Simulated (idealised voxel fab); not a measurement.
process module | voxel wiring stack
cross-section cut | 170 nm wide | cells 5 nm
A cross-section is a grid of square cells, given in bands from the top down. A band is one or more rows of cells.
Each band's line starts with the height of the band's top and of its bottom, in nm. Then come its materials from left to right, each with its width in nm. One material with "throughout" fills the band from edge to edge. "air" is empty space.
Height 0 is the level under which the wafer as received is all one material. The lowest band goes on downwards, as in "0 down".
A width such as "30 to 40" changes by the same amount from each row of cells to the next, from the band's top row to its bottom row.
"no change" after a step means that no cell of the cross-section changed.
closed voids: empty space of 8 cells or more with no open way to the top, each as width x height at its distance from the left edge, in nm
after a step's settings: what the simulator itself notes on the step
overlay nm, on a step with a mask: how far to the right of its planned place the mask lay; to the left if negative
plan
1 op RECEIVE | material Si
2 op CONFORMAL_DEP | material SiO2 | thk nm 15
3 op DIRECTIONAL_DEP | material TiN | thk nm 5
4 op DIRECTIONAL_DEP | material W | thk nm 20
5 op PATTERN | tone cover | mask id METAL_1 | material resist | width nm 20 | pitch nm 45 | thk nm 20 | overlay nm 0
6 op DIRECTIONAL_ETCH | etch materials W | depth nm 20
7 op DIRECTIONAL_ETCH | etch materials TiN | depth nm 5
8 op STRIP | etch materials resist
9 op CONFORMAL_DEP | material SiCN | thk nm 5
10 op FILL_DEP | material lowk | thk nm 10
11 op CMP | height nm 40
12 op CONFORMAL_DEP | material SiCN | thk nm 5
13 op DIRECTIONAL_DEP | material lowk | thk nm 10
14 op DIRECTIONAL_DEP | material aC | thk nm 10
15 op PATTERN | tone open | mask id PLUG_1 | material resist | width nm 15 | pitch nm 45 | thk nm 30 | overlay nm 0
16 op DIRECTIONAL_ETCH | etch materials aC | depth nm 10
17 op STRIP | etch materials resist
18 op DIRECTIONAL_ETCH | etch materials lowk | depth nm 10
19 op DIRECTIONAL_ETCH | etch materials SiCN | depth nm 5
20 op STRIP | etch materials aC
21 op EPI | material Ru | thk nm 10
22 op EPI | material Ru | thk nm 5
23 op CONFORMAL_DEP | material SiCN | thk nm 5
24 op DIRECTIONAL_DEP | material SiO2 | thk nm 25
25 op DIRECTIONAL_DEP | material aC | thk nm 15
26 op PATTERN | tone open | mask id METAL_2 | material resist | width nm 20 | pitch nm 45 | thk nm 30 | overlay nm 0
27 op DIRECTIONAL_ETCH | etch materials aC | depth nm 15
28 op STRIP | etch materials resist
29 op DIRECTIONAL_ETCH | etch materials SiO2 | depth nm 25
30 op DIRECTIONAL_ETCH | etch materials SiCN | depth nm 5
31 op STRIP | etch materials aC
32 op CONFORMAL_DEP | material TiN | thk nm 5
33 op FILL_DEP | material Cu | thk nm 10
34 op CMP | height nm 85
35 op CONFORMAL_DEP | material SiCN | thk nm 5
36 op DIRECTIONAL_DEP | material SiO2 | thk nm 30
37 op MASKED_ETCH | tone open | mask id METAL_3_HOLES | width nm 15 | pitch nm 45 | etch materials SiO2 | depth nm 30 | overlay nm 0
38 op MASKED_ETCH | tone open | mask id METAL_3 | width nm 20 | pitch nm 45 | etch materials SiO2 | depth nm 20 | overlay nm 0
39 op MASKED_ETCH | tone open | mask id METAL_3 | width nm 20 | pitch nm 45 | etch materials SiCN | depth nm 5 | overlay nm 0
40 op CONFORMAL_DEP | material TiN | thk nm 5
41 op FILL_DEP | material Ru | thk nm 5
42 op CMP | height nm 120
43 op CONFORMAL_DEP | material SiCN | thk nm 5
44 op DIRECTIONAL_DEP | material SiO2 | thk nm 30
45 op MASKED_ETCH | tone open | mask id METAL_4_HOLES | width nm 15 | pitch nm 90 | etch materials SiO2 | depth nm 30 | overlay nm 0
46 op MASKED_ETCH | tone open | mask id METAL_4 | width nm 20 | pitch nm 45 | etch materials SiO2 | depth nm 20 | overlay nm 0
47 op MASKED_ETCH | tone open | mask id METAL_4 | width nm 20 | pitch nm 45 | etch materials SiCN | depth nm 5 | overlay nm 0
48 op CONFORMAL_DEP | material TiN | thk nm 5
49 op FILL_DEP | material Ru | thk nm 5
50 op CMP | height nm 155
51 op CONFORMAL_DEP | material SiN | thk nm 5
first wafer, as planned
as received, after step 1
  0 down: Si throughout
  closed voids: none
after step 2
  15 to 0: SiO2 throughout
  below 0: unchanged
after step 3
  20 to 15: TiN throughout
  below 15: unchanged
after step 4
  40 to 20: W throughout
  below 20: unchanged
after step 5
  60 to 40: air 30 | resist 20 | air 25 | resist 20 | air 25 | resist 20 | air 30
  below 40: unchanged
after step 6
  60 to 40: air 30 | resist 20 | air 25 | resist 20 | air 25 | resist 20 | air 30
  40 to 20: air 30 | W 20 | air 25 | W 20 | air 25 | W 20 | air 30
  below 20: unchanged
after step 7
  60 to 40: air 30 | resist 20 | air 25 | resist 20 | air 25 | resist 20 | air 30
  40 to 20: air 30 | W 20 | air 25 | W 20 | air 25 | W 20 | air 30
  20 to 15: air 30 | TiN 20 | air 25 | TiN 20 | air 25 | TiN 20 | air 30
  below 15: unchanged
after step 8
  40 to 20: air 30 | W 20 | air 25 | W 20 | air 25 | W 20 | air 30
  below 20: unchanged
after step 9
  45 to 40: air 25 | SiCN 30 | air 15 | SiCN 30 | air 15 | SiCN 30 | air 25
  40 to 20: air 25 | SiCN 5 | W 20 | SiCN 5 | air 15 | SiCN 5 | W 20 | SiCN 5 | air 15 | SiCN 5 | W 20 | SiCN 5 | air 25
  20 to 15: SiCN 30 | TiN 20 | SiCN 25 | TiN 20 | SiCN 25 | TiN 20 | SiCN 30
  below 15: unchanged
after step 10
  55 to 45: lowk throughout
  45 to 40: lowk 25 | SiCN 30 | lowk 15 | SiCN 30 | lowk 15 | SiCN 30 | lowk 25
  40 to 20: lowk 25 | SiCN 5 | W 20 | SiCN 5 | lowk 15 | SiCN 5 | W 20 | SiCN 5 | lowk 15 | SiCN 5 | W 20 | SiCN 5 | lowk 25
  below 20: unchanged
after step 11
  40 to 20: lowk 25 | SiCN 5 | W 20 | SiCN 5 | lowk 15 | SiCN 5 | W 20 | SiCN 5 | lowk 15 | SiCN 5 | W 20 | SiCN 5 | lowk 25
  below 20: unchanged
after step 12
  45 to 40: SiCN throughout
  below 40: unchanged
after step 13
  55 to 45: lowk throughout
  below 45: unchanged
after step 14
  65 to 55: aC throughout
  below 55: unchanged
after step 15
  95 to 65: resist 30 | air 15 | resist 30 | air 15 | resist 30 | air 15 | resist 35
  below 65: unchanged
after step 16
  85 to 65: resist 30 | air 15 | resist 30 | air 15 | resist 30 | air 15 | resist 35
  65 to 55: aC 30 | air 15 | aC 30 | air 15 | aC 30 | air 15 | aC 35
  below 55: unchanged
after step 17
  65 to 55: aC 30 | air 15 | aC 30 | air 15 | aC 30 | air 15 | aC 35
  below 55: unchanged
after step 18
  65 to 55: aC 30 | air 15 | aC 30 | air 15 | aC 30 | air 15 | aC 35
  55 to 45: lowk 30 | air 15 | lowk 30 | air 15 | lowk 30 | air 15 | lowk 35
  below 45: unchanged
after step 19
  65 to 55: aC 30 | air 15 | aC 30 | air 15 | aC 30 | air 15 | aC 35
  55 to 45: lowk 30 | air 15 | lowk 30 | air 15 | lowk 30 | air 15 | lowk 35
  45 to 40: SiCN 30 | air 15 | SiCN 30 | air 15 | SiCN 30 | air 15 | SiCN 35
  below 40: unchanged
after step 20
  55 to 45: lowk 30 | air 15 | lowk 30 | air 15 | lowk 30 | air 15 | lowk 35
  below 45: unchanged
after step 21
  55 to 50: lowk 30 | air 15 | lowk 30 | air 15 | lowk 30 | air 15 | lowk 35
  50 to 45: lowk 30 | Ru 15 | lowk 30 | Ru 15 | lowk 30 | Ru 15 | lowk 35
  45 to 40: SiCN 30 | Ru 15 | SiCN 30 | Ru 15 | SiCN 30 | Ru 15 | SiCN 35
  below 40: unchanged
after step 22
  55 to 45: lowk 30 | Ru 15 | lowk 30 | Ru 15 | lowk 30 | Ru 15 | lowk 35
  below 45: unchanged
after step 23
  60 to 55: SiCN throughout
  below 55: unchanged
after step 24
  85 to 60: SiO2 throughout
  below 60: unchanged
after step 25
  100 to 85: aC throughout
  below 85: unchanged
after step 26
  130 to 100: resist 30 | air 20 | resist 25 | air 20 | resist 25 | air 20 | resist 30
  below 100: unchanged
after step 27
  115 to 100: resist 30 | air 20 | resist 25 | air 20 | resist 25 | air 20 | resist 30
  100 to 85: aC 30 | air 20 | aC 25 | air 20 | aC 25 | air 20 | aC 30
  below 85: unchanged
after step 28
  100 to 85: aC 30 | air 20 | aC 25 | air 20 | aC 25 | air 20 | aC 30
  below 85: unchanged
after step 29
  100 to 85: aC 30 | air 20 | aC 25 | air 20 | aC 25 | air 20 | aC 30
  85 to 60: SiO2 30 | air 20 | SiO2 25 | air 20 | SiO2 25 | air 20 | SiO2 30
  below 60: unchanged
after step 30
  100 to 85: aC 30 | air 20 | aC 25 | air 20 | aC 25 | air 20 | aC 30
  85 to 60: SiO2 30 | air 20 | SiO2 25 | air 20 | SiO2 25 | air 20 | SiO2 30
  60 to 55: SiCN 30 | air 20 | SiCN 25 | air 20 | SiCN 25 | air 20 | SiCN 30
  below 55: unchanged
after step 31
  85 to 60: SiO2 30 | air 20 | SiO2 25 | air 20 | SiO2 25 | air 20 | SiO2 30
  below 60: unchanged
after step 32
  90 to 85: TiN 35 | air 10 | TiN 35 | air 10 | TiN 35 | air 10 | TiN 35
  85 to 60: SiO2 30 | TiN 5 | air 10 | TiN 5 | SiO2 25 | TiN 5 | air 10 | TiN 5 | SiO2 25 | TiN 5 | air 10 | TiN 5 | SiO2 30
  60 to 55: SiCN 30 | TiN 20 | SiCN 25 | TiN 20 | SiCN 25 | TiN 20 | SiCN 30
  below 55: unchanged
after step 33
  100 to 90: Cu throughout
  90 to 85: TiN 35 | Cu 10 | TiN 35 | Cu 10 | TiN 35 | Cu 10 | TiN 35
  85 to 60: SiO2 30 | TiN 5 | Cu 10 | TiN 5 | SiO2 25 | TiN 5 | Cu 10 | TiN 5 | SiO2 25 | TiN 5 | Cu 10 | TiN 5 | SiO2 30
  below 60: unchanged
after step 34
  85 to 60: SiO2 30 | TiN 5 | Cu 10 | TiN 5 | SiO2 25 | TiN 5 | Cu 10 | TiN 5 | SiO2 25 | TiN 5 | Cu 10 | TiN 5 | SiO2 30
  below 60: unchanged
after step 35
  90 to 85: SiCN throughout
  below 85: unchanged
after step 36
  120 to 90: SiO2 throughout
  below 90: unchanged
after step 37
  120 to 90: SiO2 30 | air 15 | SiO2 30 | air 15 | SiO2 30 | air 15 | SiO2 35
  below 90: unchanged
after step 38
  120 to 100: SiO2 30 | air 20 | SiO2 25 | air 20 | SiO2 25 | air 20 | SiO2 30
  below 100: unchanged
after step 39
  120 to 100: SiO2 30 | air 20 | SiO2 25 | air 20 | SiO2 25 | air 20 | SiO2 30
  100 to 90: SiO2 30 | air 15 | SiO2 30 | air 15 | SiO2 30 | air 15 | SiO2 35
  90 to 85: SiCN 30 | air 15 | SiCN 30 | air 15 | SiCN 30 | air 15 | SiCN 35
  below 85: unchanged
after step 40
  125 to 120: TiN 35 | air 10 | TiN 35 | air 10 | TiN 35 | air 10 | TiN 35
  120 to 105: SiO2 30 | TiN 5 | air 10 | TiN 5 | SiO2 25 | TiN 5 | air 10 | TiN 5 | SiO2 25 | TiN 5 | air 10 | TiN 5 | SiO2 30
  105 to 100: SiO2 30 | TiN 5 | air 5 | TiN 10 | SiO2 25 | TiN 5 | air 5 | TiN 10 | SiO2 25 | TiN 5 | air 5 | TiN 10 | SiO2 30
  100 to 90: SiO2 30 | TiN 5 | air 5 | TiN 5 | SiO2 30 | TiN 5 | air 5 | TiN 5 | SiO2 30 | TiN 5 | air 5 | TiN 5 | SiO2 35
  90 to 85: SiCN 30 | TiN 15 | SiCN 30 | TiN 15 | SiCN 30 | TiN 15 | SiCN 35
  below 85: unchanged
after step 41
  130 to 125: Ru throughout
  125 to 120: TiN 35 | Ru 10 | TiN 35 | Ru 10 | TiN 35 | Ru 10 | TiN 35
  120 to 105: SiO2 30 | TiN 5 | Ru 10 | TiN 5 | SiO2 25 | TiN 5 | Ru 10 | TiN 5 | SiO2 25 | TiN 5 | Ru 10 | TiN 5 | SiO2 30
  105 to 100: SiO2 30 | TiN 5 | Ru 5 | TiN 10 | SiO2 25 | TiN 5 | Ru 5 | TiN 10 | SiO2 25 | TiN 5 | Ru 5 | TiN 10 | SiO2 30
  100 to 90: SiO2 30 | TiN 5 | Ru 5 | TiN 5 | SiO2 30 | TiN 5 | Ru 5 | TiN 5 | SiO2 30 | TiN 5 | Ru 5 | TiN 5 | SiO2 35
  below 90: unchanged
after step 42
  120 to 105: SiO2 30 | TiN 5 | Ru 10 | TiN 5 | SiO2 25 | TiN 5 | Ru 10 | TiN 5 | SiO2 25 | TiN 5 | Ru 10 | TiN 5 | SiO2 30
  below 105: unchanged
after step 43
  125 to 120: SiCN throughout
  below 120: unchanged
after step 44
  155 to 125: SiO2 throughout
  below 125: unchanged
after step 45
  155 to 125: SiO2 30 | air 15 | SiO2 75 | air 15 | SiO2 35
  below 125: unchanged
after step 46
  155 to 135: SiO2 30 | air 20 | SiO2 25 | air 20 | SiO2 25 | air 20 | SiO2 30
  below 135: unchanged
after step 47
  155 to 135: SiO2 30 | air 20 | SiO2 25 | air 20 | SiO2 25 | air 20 | SiO2 30
  135 to 125: SiO2 30 | air 15 | SiO2 75 | air 15 | SiO2 35
  125 to 120: SiCN 30 | air 15 | SiCN 75 | air 15 | SiCN 35
  below 120: unchanged
after step 48
  160 to 155: TiN 35 | air 10 | TiN 35 | air 10 | TiN 35 | air 10 | TiN 35
  155 to 140: SiO2 30 | TiN 5 | air 10 | TiN 5 | SiO2 25 | TiN 5 | air 10 | TiN 5 | SiO2 25 | TiN 5 | air 10 | TiN 5 | SiO2 30
  140 to 135: SiO2 30 | TiN 5 | air 5 | TiN 10 | SiO2 25 | TiN 20 | SiO2 25 | TiN 5 | air 5 | TiN 10 | SiO2 30
  135 to 125: SiO2 30 | TiN 5 | air 5 | TiN 5 | SiO2 75 | TiN 5 | air 5 | TiN 5 | SiO2 35
  125 to 120: SiCN 30 | TiN 15 | SiCN 75 | TiN 15 | SiCN 35
  below 120: unchanged
after step 49
  165 to 160: Ru throughout
  160 to 155: TiN 35 | Ru 10 | TiN 35 | Ru 10 | TiN 35 | Ru 10 | TiN 35
  155 to 140: SiO2 30 | TiN 5 | Ru 10 | TiN 5 | SiO2 25 | TiN 5 | Ru 10 | TiN 5 | SiO2 25 | TiN 5 | Ru 10 | TiN 5 | SiO2 30
  140 to 135: SiO2 30 | TiN 5 | Ru 5 | TiN 10 | SiO2 25 | TiN 20 | SiO2 25 | TiN 5 | Ru 5 | TiN 10 | SiO2 30
  135 to 125: SiO2 30 | TiN 5 | Ru 5 | TiN 5 | SiO2 75 | TiN 5 | Ru 5 | TiN 5 | SiO2 35
  below 125: unchanged
after step 50
  155 to 140: SiO2 30 | TiN 5 | Ru 10 | TiN 5 | SiO2 25 | TiN 5 | Ru 10 | TiN 5 | SiO2 25 | TiN 5 | Ru 10 | TiN 5 | SiO2 30
  below 140: unchanged
after step 51
  160 to 155: SiN throughout
  below 155: unchanged
second wafer: like start, like plan, one mistake. Through step 1 it matches the first wafer
when step 2 should have ended: no change
when step 3 should have ended
  5 to 0: TiN throughout
  below 0: unchanged
when step 4 should have ended
  25 to 5: W throughout
  below 5: unchanged
when step 5 should have ended
  45 to 25: air 30 | resist 20 | air 25 | resist 20 | air 25 | resist 20 | air 30
  below 25: unchanged
when step 6 should have ended
  45 to 25: air 30 | resist 20 | air 25 | resist 20 | air 25 | resist 20 | air 30
  25 to 5: air 30 | W 20 | air 25 | W 20 | air 25 | W 20 | air 30
  below 5: unchanged
when step 7 should have ended
  45 to 25: air 30 | resist 20 | air 25 | resist 20 | air 25 | resist 20 | air 30
  25 to 5: air 30 | W 20 | air 25 | W 20 | air 25 | W 20 | air 30
  5 to 0: air 30 | TiN 20 | air 25 | TiN 20 | air 25 | TiN 20 | air 30
  below 0: unchanged
when step 8 should have ended
  25 to 5: air 30 | W 20 | air 25 | W 20 | air 25 | W 20 | air 30
  below 5: unchanged
when step 9 should have ended
  30 to 25: air 25 | SiCN 30 | air 15 | SiCN 30 | air 15 | SiCN 30 | air 25
  25 to 5: air 25 | SiCN 5 | W 20 | SiCN 5 | air 15 | SiCN 5 | W 20 | SiCN 5 | air 15 | SiCN 5 | W 20 | SiCN 5 | air 25
  5 to 0: SiCN 30 | TiN 20 | SiCN 25 | TiN 20 | SiCN 25 | TiN 20 | SiCN 30
  below 0: unchanged
when step 10 should have ended
  40 to 30: lowk throughout
  30 to 25: lowk 25 | SiCN 30 | lowk 15 | SiCN 30 | lowk 15 | SiCN 30 | lowk 25
  25 to 5: lowk 25 | SiCN 5 | W 20 | SiCN 5 | lowk 15 | SiCN 5 | W 20 | SiCN 5 | lowk 15 | SiCN 5 | W 20 | SiCN 5 | lowk 25
  below 5: unchanged
when step 11 should have ended: no change
when step 12 should have ended
  45 to 40: SiCN throughout
  below 40: unchanged
when step 13 should have ended
  55 to 45: lowk throughout
  below 45: unchanged
when step 14 should have ended
  65 to 55: aC throughout
  below 55: unchanged
when step 15 should have ended
  95 to 65: resist 30 | air 15 | resist 30 | air 15 | resist 30 | air 15 | resist 35
  below 65: unchanged
when step 16 should have ended
  85 to 65: resist 30 | air 15 | resist 30 | air 15 | resist 30 | air 15 | resist 35
  65 to 55: aC 30 | air 15 | aC 30 | air 15 | aC 30 | air 15 | aC 35
  below 55: unchanged
when step 17 should have ended
  65 to 55: aC 30 | air 15 | aC 30 | air 15 | aC 30 | air 15 | aC 35
  below 55: unchanged
when step 18 should have ended
  65 to 55: aC 30 | air 15 | aC 30 | air 15 | aC 30 | air 15 | aC 35
  55 to 45: lowk 30 | air 15 | lowk 30 | air 15 | lowk 30 | air 15 | lowk 35
  below 45: unchanged
when step 19 should have ended
  65 to 55: aC 30 | air 15 | aC 30 | air 15 | aC 30 | air 15 | aC 35
  55 to 45: lowk 30 | air 15 | lowk 30 | air 15 | lowk 30 | air 15 | lowk 35
  45 to 40: SiCN 30 | air 15 | SiCN 30 | air 15 | SiCN 30 | air 15 | SiCN 35
  below 40: unchanged
when step 20 should have ended
  55 to 45: lowk 30 | air 15 | lowk 30 | air 15 | lowk 30 | air 15 | lowk 35
  below 45: unchanged
when step 21 should have ended: no change
when step 22 should have ended: no change
when step 23 should have ended
  60 to 55: SiCN 35 | air 5 | SiCN 40 | air 5 | SiCN 40 | air 5 | SiCN 40
  55 to 45: lowk 30 | SiCN 5 | air 5 | SiCN 5 | lowk 30 | SiCN 5 | air 5 | SiCN 5 | lowk 30 | SiCN 5 | air 5 | SiCN 5 | lowk 35
  45 to 40: SiCN throughout
  below 40: unchanged
when step 24 should have ended
  85 to 70: SiO2 35 | air 5 | SiO2 40 | air 5 | SiO2 40 | air 5 | SiO2 40
  70 to 60: SiO2 throughout
  60 to 55: SiCN 35 | SiO2 5 | SiCN 40 | SiO2 5 | SiCN 40 | SiO2 5 | SiCN 40
  55 to 45: lowk 30 | SiCN 5 | SiO2 5 | SiCN 5 | lowk 30 | SiCN 5 | SiO2 5 | SiCN 5 | lowk 30 | SiCN 5 | SiO2 5 | SiCN 5 | lowk 35
  below 45: unchanged
when step 25 should have ended
  100 to 85: aC 35 | air 5 | aC 40 | air 5 | aC 40 | air 5 | aC 40
  85 to 70: SiO2 35 | aC 5 | SiO2 40 | aC 5 | SiO2 40 | aC 5 | SiO2 40
  below 70: unchanged
when step 26 should have ended
  130 to 100: resist 30 | air 20 | resist 25 | air 20 | resist 25 | air 20 | resist 30
  below 100: unchanged
when step 27 should have ended
  115 to 100: resist 30 | air 20 | resist 25 | air 20 | resist 25 | air 20 | resist 30
  100 to 85: aC 30 | air 20 | aC 25 | air 20 | aC 25 | air 20 | aC 30
  85 to 70: SiO2 35 | air 5 | SiO2 40 | air 5 | SiO2 40 | air 5 | SiO2 40
  below 70: unchanged
when step 28 should have ended
  100 to 85: aC 30 | air 20 | aC 25 | air 20 | aC 25 | air 20 | aC 30
  below 85: unchanged
when step 29 should have ended
  100 to 85: aC 30 | air 20 | aC 25 | air 20 | aC 25 | air 20 | aC 30
  85 to 60: SiO2 30 | air 20 | SiO2 25 | air 20 | SiO2 25 | air 20 | SiO2 30
  60 to 55: SiCN 35 | air 5 | SiCN 40 | air 5 | SiCN 40 | air 5 | SiCN 40
  55 to 45: lowk 30 | SiCN 5 | air 5 | SiCN 5 | lowk 30 | SiCN 5 | air 5 | SiCN 5 | lowk 30 | SiCN 5 | air 5 | SiCN 5 | lowk 35
  below 45: unchanged
when step 30 should have ended
  100 to 85: aC 30 | air 20 | aC 25 | air 20 | aC 25 | air 20 | aC 30
  85 to 60: SiO2 30 | air 20 | SiO2 25 | air 20 | SiO2 25 | air 20 | SiO2 30
  60 to 55: SiCN 30 | air 20 | SiCN 25 | air 20 | SiCN 25 | air 20 | SiCN 30
  55 to 45: lowk 30 | SiCN 5 | air 5 | SiCN 5 | lowk 30 | SiCN 5 | air 5 | SiCN 5 | lowk 30 | SiCN 5 | air 5 | SiCN 5 | lowk 35
  45 to 40: SiCN 35 | air 5 | SiCN 40 | air 5 | SiCN 40 | air 5 | SiCN 40
  below 40: unchanged
when step 31 should have ended
  85 to 60: SiO2 30 | air 20 | SiO2 25 | air 20 | SiO2 25 | air 20 | SiO2 30
  below 60: unchanged
when step 32 should have ended
  90 to 85: TiN 35 | air 10 | TiN 35 | air 10 | TiN 35 | air 10 | TiN 35
  85 to 60: SiO2 30 | TiN 5 | air 10 | TiN 5 | SiO2 25 | TiN 5 | air 10 | TiN 5 | SiO2 25 | TiN 5 | air 10 | TiN 5 | SiO2 30
  60 to 55: SiCN 30 | TiN 20 | SiCN 25 | TiN 20 | SiCN 25 | TiN 20 | SiCN 30
  55 to 45: lowk 30 | SiCN 5 | TiN 5 | SiCN 5 | lowk 30 | SiCN 5 | TiN 5 | SiCN 5 | lowk 30 | SiCN 5 | TiN 5 | SiCN 5 | lowk 35
  45 to 40: SiCN 35 | TiN 5 | SiCN 40 | TiN 5 | SiCN 40 | TiN 5 | SiCN 40
  below 40: unchanged
when step 33 should have ended
  100 to 90: Cu throughout
  90 to 85: TiN 35 | Cu 10 | TiN 35 | Cu 10 | TiN 35 | Cu 10 | TiN 35
  85 to 60: SiO2 30 | TiN 5 | Cu 10 | TiN 5 | SiO2 25 | TiN 5 | Cu 10 | TiN 5 | SiO2 25 | TiN 5 | Cu 10 | TiN 5 | SiO2 30
  below 60: unchanged
when step 34 should have ended
  85 to 60: SiO2 30 | TiN 5 | Cu 10 | TiN 5 | SiO2 25 | TiN 5 | Cu 10 | TiN 5 | SiO2 25 | TiN 5 | Cu 10 | TiN 5 | SiO2 30
  below 60: unchanged
when step 35 should have ended
  90 to 85: SiCN throughout
  below 85: unchanged
when step 36 should have ended
  120 to 90: SiO2 throughout
  below 90: unchanged
when step 37 should have ended
  120 to 90: SiO2 30 | air 15 | SiO2 30 | air 15 | SiO2 30 | air 15 | SiO2 35
  below 90: unchanged
when step 38 should have ended
  120 to 100: SiO2 30 | air 20 | SiO2 25 | air 20 | SiO2 25 | air 20 | SiO2 30
  below 100: unchanged
when step 39 should have ended
  120 to 100: SiO2 30 | air 20 | SiO2 25 | air 20 | SiO2 25 | air 20 | SiO2 30
  100 to 90: SiO2 30 | air 15 | SiO2 30 | air 15 | SiO2 30 | air 15 | SiO2 35
  90 to 85: SiCN 30 | air 15 | SiCN 30 | air 15 | SiCN 30 | air 15 | SiCN 35
  below 85: unchanged
when step 40 should have ended
  125 to 120: TiN 35 | air 10 | TiN 35 | air 10 | TiN 35 | air 10 | TiN 35
  120 to 105: SiO2 30 | TiN 5 | air 10 | TiN 5 | SiO2 25 | TiN 5 | air 10 | TiN 5 | SiO2 25 | TiN 5 | air 10 | TiN 5 | SiO2 30
  105 to 100: SiO2 30 | TiN 5 | air 5 | TiN 10 | SiO2 25 | TiN 5 | air 5 | TiN 10 | SiO2 25 | TiN 5 | air 5 | TiN 10 | SiO2 30
  100 to 90: SiO2 30 | TiN 5 | air 5 | TiN 5 | SiO2 30 | TiN 5 | air 5 | TiN 5 | SiO2 30 | TiN 5 | air 5 | TiN 5 | SiO2 35
  90 to 85: SiCN 30 | TiN 15 | SiCN 30 | TiN 15 | SiCN 30 | TiN 15 | SiCN 35
  below 85: unchanged
when step 41 should have ended
  130 to 125: Ru throughout
  125 to 120: TiN 35 | Ru 10 | TiN 35 | Ru 10 | TiN 35 | Ru 10 | TiN 35
  120 to 105: SiO2 30 | TiN 5 | Ru 10 | TiN 5 | SiO2 25 | TiN 5 | Ru 10 | TiN 5 | SiO2 25 | TiN 5 | Ru 10 | TiN 5 | SiO2 30
  105 to 100: SiO2 30 | TiN 5 | Ru 5 | TiN 10 | SiO2 25 | TiN 5 | Ru 5 | TiN 10 | SiO2 25 | TiN 5 | Ru 5 | TiN 10 | SiO2 30
  100 to 90: SiO2 30 | TiN 5 | Ru 5 | TiN 5 | SiO2 30 | TiN 5 | Ru 5 | TiN 5 | SiO2 30 | TiN 5 | Ru 5 | TiN 5 | SiO2 35
  below 90: unchanged
when step 42 should have ended
  120 to 105: SiO2 30 | TiN 5 | Ru 10 | TiN 5 | SiO2 25 | TiN 5 | Ru 10 | TiN 5 | SiO2 25 | TiN 5 | Ru 10 | TiN 5 | SiO2 30
  below 105: unchanged
when step 43 should have ended
  125 to 120: SiCN throughout
  below 120: unchanged
when step 44 should have ended
  155 to 125: SiO2 throughout
  below 125: unchanged
when step 45 should have ended
  155 to 125: SiO2 30 | air 15 | SiO2 75 | air 15 | SiO2 35
  below 125: unchanged
when step 46 should have ended
  155 to 135: SiO2 30 | air 20 | SiO2 25 | air 20 | SiO2 25 | air 20 | SiO2 30
  below 135: unchanged
when step 47 should have ended
  155 to 135: SiO2 30 | air 20 | SiO2 25 | air 20 | SiO2 25 | air 20 | SiO2 30
  135 to 125: SiO2 30 | air 15 | SiO2 75 | air 15 | SiO2 35
  125 to 120: SiCN 30 | air 15 | SiCN 75 | air 15 | SiCN 35
  below 120: unchanged
when step 48 should have ended
  160 to 155: TiN 35 | air 10 | TiN 35 | air 10 | TiN 35 | air 10 | TiN 35
  155 to 140: SiO2 30 | TiN 5 | air 10 | TiN 5 | SiO2 25 | TiN 5 | air 10 | TiN 5 | SiO2 25 | TiN 5 | air 10 | TiN 5 | SiO2 30
  140 to 135: SiO2 30 | TiN 5 | air 5 | TiN 10 | SiO2 25 | TiN 20 | SiO2 25 | TiN 5 | air 5 | TiN 10 | SiO2 30
  135 to 125: SiO2 30 | TiN 5 | air 5 | TiN 5 | SiO2 75 | TiN 5 | air 5 | TiN 5 | SiO2 35
  125 to 120: SiCN 30 | TiN 15 | SiCN 75 | TiN 15 | SiCN 35
  below 120: unchanged
when step 49 should have ended
  165 to 160: Ru throughout
  160 to 155: TiN 35 | Ru 10 | TiN 35 | Ru 10 | TiN 35 | Ru 10 | TiN 35
  155 to 140: SiO2 30 | TiN 5 | Ru 10 | TiN 5 | SiO2 25 | TiN 5 | Ru 10 | TiN 5 | SiO2 25 | TiN 5 | Ru 10 | TiN 5 | SiO2 30
  140 to 135: SiO2 30 | TiN 5 | Ru 5 | TiN 10 | SiO2 25 | TiN 20 | SiO2 25 | TiN 5 | Ru 5 | TiN 10 | SiO2 30
  135 to 125: SiO2 30 | TiN 5 | Ru 5 | TiN 5 | SiO2 75 | TiN 5 | Ru 5 | TiN 5 | SiO2 35
  below 125: unchanged
when step 50 should have ended
  155 to 140: SiO2 30 | TiN 5 | Ru 10 | TiN 5 | SiO2 25 | TiN 5 | Ru 10 | TiN 5 | SiO2 25 | TiN 5 | Ru 10 | TiN 5 | SiO2 30
  below 140: unchanged
when step 51 should have ended
  160 to 155: SiN throughout
  below 155: unchanged
what went wrong: step 2 was left out
at the end the second wafer has, in cells: 27 fewer of Ru | 36 more of SiCN | 102 fewer of SiO2 | 9 more of TiN | 84 more of lowk
